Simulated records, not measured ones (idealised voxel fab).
This section sets out a process module, namely voxel ribs on slabs.
The width of the displayed cross-section, cut, is 150 nm; its cells are square, with a size of 5 nm.
This document writes a cross-section as a grid whose cells are square, and gives it as bands, listed from the top down; one or more rows of cells form a band. Band: top and bottom heights (nm) first, top before bottom; then materials from left to right, widths in nm. "everywhere" marks a sole material filling the band edge to edge. "empty" denotes empty space. Height datum 0, below which the as-received substrate wafer is one material. Lowest band open at the bottom, running downward: "0 down". Top row gets the first number, bottom row gets the second, and each row in between changes by the same step: that is how a band width like "30 to 40" works. Step note "no modifications" = no cross-section cell changed. For the entry "Unvented voids", the listed items are empty spaces with no open way to the top whose size is 8 cells or more; each item follows the pattern width x height at distance, where distance is from the left edge and all three are in nm. Anything after a step's settings on that line? It's the simulator's own note about the step. Steps that use a mask can have "overlay nm" on their line. It says how far the mask sat to the right of where it was meant to be. Negative means to the left.
[Here's what the planned process steps look like]
| 1 | RECEIVE,material Si |
| 2 | DIRECTIONAL_DEP,material SiO2,thk nm 20 |
| 3 | DIRECTIONAL_DEP,material polySi,thk nm 20 |
| 4 | MASKED_ETCH,tone cover,mask id RIB,width nm 15,etch materials polySi,depth nm 5,overlay nm 0 |
| 5 | DIRECTIONAL_DEP,material aC,thk nm 15 |
| 6 | PATTERN,tone cover,mask id SLAB,material resist,width nm 45,thk nm 30,overlay nm 0 |
| 7 | DIRECTIONAL_ETCH,etch materials aC,depth nm 15 |
| 8 | STRIP,etch materials resist |
| 9 | DIRECTIONAL_ETCH,etch materials polySi,depth nm 15 |
| 10 | STRIP,etch materials aC |
| 11 | FILL_DEP,material SiO2,thk nm 20 |
| 12 | CMP,height nm 50 |
| 13 | DIRECTIONAL_DEP,material TiN,thk nm 10 |
| 14 | PATTERN,tone cover,mask id HEATER,material resist,width nm 25,thk nm 15,overlay nm 0 |
| 15 | DIRECTIONAL_ETCH,etch materials TiN,depth nm 10 |
| 16 | STRIP,etch materials resist |
| 17 | CONFORMAL_DEP,material SiN,thk nm 10 |
[First of two wafers, with the run carried out as planned]
[As received (post step 1): cross-section]
- 0 down | Si everywhere
- Unvented voids: none
[Wafer xsec, post step 2]
- 20 to 0 | SiO2 everywhere
- Under 0: no change, same as before.
[Wafer xsec, post step 3]
- 40 to 20 | polySi everywhere
- Under 20: no change, same as before.
[Wafer xsec, post step 4]
- 40 to 35 | 65 of empty, 15 of polySi, 70 of empty
- Under 35: no change, same as before.
[Wafer xsec, post step 5]
- 55 to 50 | 65 of empty, 15 of aC, 70 of empty
- 50 to 40 | aC everywhere
- 40 to 35 | 65 of aC, 15 of polySi, 70 of aC
- Under 35: no change, same as before.
[Wafer xsec, post step 6]
- 85 to 55 | 50 of empty, 45 of resist, 55 of empty
- 55 to 50 | 50 of empty, 15 of resist, 15 of aC, 15 of resist, 55 of empty
- Under 50: no change, same as before.
[Wafer xsec, post step 7]
- 70 to 55 | 50 of empty, 45 of resist, 55 of empty
- 55 to 50 | 50 of empty, 15 of resist, 15 of aC, 15 of resist, 55 of empty
- 50 to 40 | 50 of empty, 45 of aC, 55 of empty
- 40 to 35 | 50 of empty, 15 of aC, 15 of polySi, 15 of aC, 55 of empty
- Under 35: no change, same as before.
[Wafer xsec, post step 8]
- 55 to 50 | 65 of empty, 15 of aC, 70 of empty
- Under 50: no change, same as before.
[Wafer xsec, post step 9]
- 55 to 50 | 65 of empty, 15 of aC, 70 of empty
- 50 to 40 | 50 of empty, 45 of aC, 55 of empty
- 40 to 35 | 50 of empty, 15 of aC, 15 of polySi, 15 of aC, 55 of empty
- 35 to 20 | 50 of empty, 45 of polySi, 55 of empty
- Under 20: no change, same as before.
[Wafer xsec, post step 10]
- 40 to 35 | 65 of empty, 15 of polySi, 70 of empty
- Under 35: no change, same as before.
[Wafer xsec, post step 11]
- 60 to 40 | SiO2 everywhere
- 40 to 35 | 65 of SiO2, 15 of polySi, 70 of SiO2
- 35 to 20 | 50 of SiO2, 45 of polySi, 55 of SiO2
- Under 20: no change, same as before.
[Wafer xsec, post step 12]
- 50 to 40 | SiO2 everywhere
- Under 40: no change, same as before.
[Wafer xsec, post step 13]
- 60 to 50 | TiN everywhere
- Under 50: no change, same as before.
[Wafer xsec, post step 14]
- 75 to 60 | 60 of empty, 25 of resist, 65 of empty
- Under 60: no change, same as before.
[Wafer xsec, post step 15]
- 75 to 60 | 60 of empty, 25 of resist, 65 of empty
- 60 to 50 | 60 of empty, 25 of TiN, 65 of empty
- Under 50: no change, same as before.
[Wafer xsec, post step 16]
- 60 to 50 | 60 of empty, 25 of TiN, 65 of empty
- Under 50: no change, same as before.
[Wafer xsec, post step 17]
- 70 to 60 | 50 of empty, 45 of SiN, 55 of empty
- 60 to 50 | 60 of SiN, 25 of TiN, 65 of SiN
- Under 50: no change, same as before.
[The second wafer: identical to the first at the outset and in its planned sequence, differing only in that one mistake was made during processing; up to and including step 1, its path is the first wafer's path]
[Second wafer shown in cross-section at the time step 2 was slated to end]
- 20 to 0 | polySi everywhere
- Under 0: no change, same as before.
[Second wafer shown in cross-section at the time step 3 was slated to end]
- 40 to 20 | SiO2 everywhere
- Under 20: no change, same as before.
Second wafer shown in cross-section at the time step 4 was slated to end: no modifications
[Second wafer shown in cross-section at the time step 5 was slated to end]
- 55 to 40 | aC everywhere
- Under 40: no change, same as before.
[Second wafer shown in cross-section at the time step 6 was slated to end]
- 85 to 55 | 50 of empty, 45 of resist, 55 of empty
- Under 55: no change, same as before.
[Second wafer shown in cross-section at the time step 7 was slated to end]
- 70 to 55 | 50 of empty, 45 of resist, 55 of empty
- 55 to 40 | 50 of empty, 45 of aC, 55 of empty
- Under 40: no change, same as before.
[Second wafer shown in cross-section at the time step 8 was slated to end]
- 55 to 40 | 50 of empty, 45 of aC, 55 of empty
- Under 40: no change, same as before.
Second wafer shown in cross-section at the time step 9 was slated to end: no modifications
[Second wafer shown in cross-section at the time step 10 was slated to end]
- 40 to 20 | SiO2 everywhere
- Under 20: no change, same as before.
[Second wafer shown in cross-section at the time step 11 was slated to end]
- 60 to 20 | SiO2 everywhere
- Under 20: no change, same as before.
[Second wafer shown in cross-section at the time step 12 was slated to end]
- 50 to 20 | SiO2 everywhere
- Under 20: no change, same as before.
[Second wafer shown in cross-section at the time step 13 was slated to end]
- 60 to 50 | TiN everywhere
- Under 50: no change, same as before.
[Second wafer shown in cross-section at the time step 14 was slated to end]
- 75 to 60 | 60 of empty, 25 of resist, 65 of empty
- Under 60: no change, same as before.
[Second wafer shown in cross-section at the time step 15 was slated to end]
- 75 to 60 | 60 of empty, 25 of resist, 65 of empty
- 60 to 50 | 60 of empty, 25 of TiN, 65 of empty
- Under 50: no change, same as before.
[Second wafer shown in cross-section at the time step 16 was slated to end]
- 60 to 50 | 60 of empty, 25 of TiN, 65 of empty
- Under 50: no change, same as before.
[Second wafer shown in cross-section at the time step 17 was slated to end]
- 70 to 60 | 50 of empty, 45 of SiN, 55 of empty
- 60 to 50 | 60 of SiN, 25 of TiN, 65 of SiN
- Under 50: no change, same as before.
Where did the run depart from the plan? step 3 occupied the plan position of step 2, and the converse holds as well
The closing comparison, in cells, has the second wafer with more or fewer of some materials than the first: -90 SiO2, +90 polySi
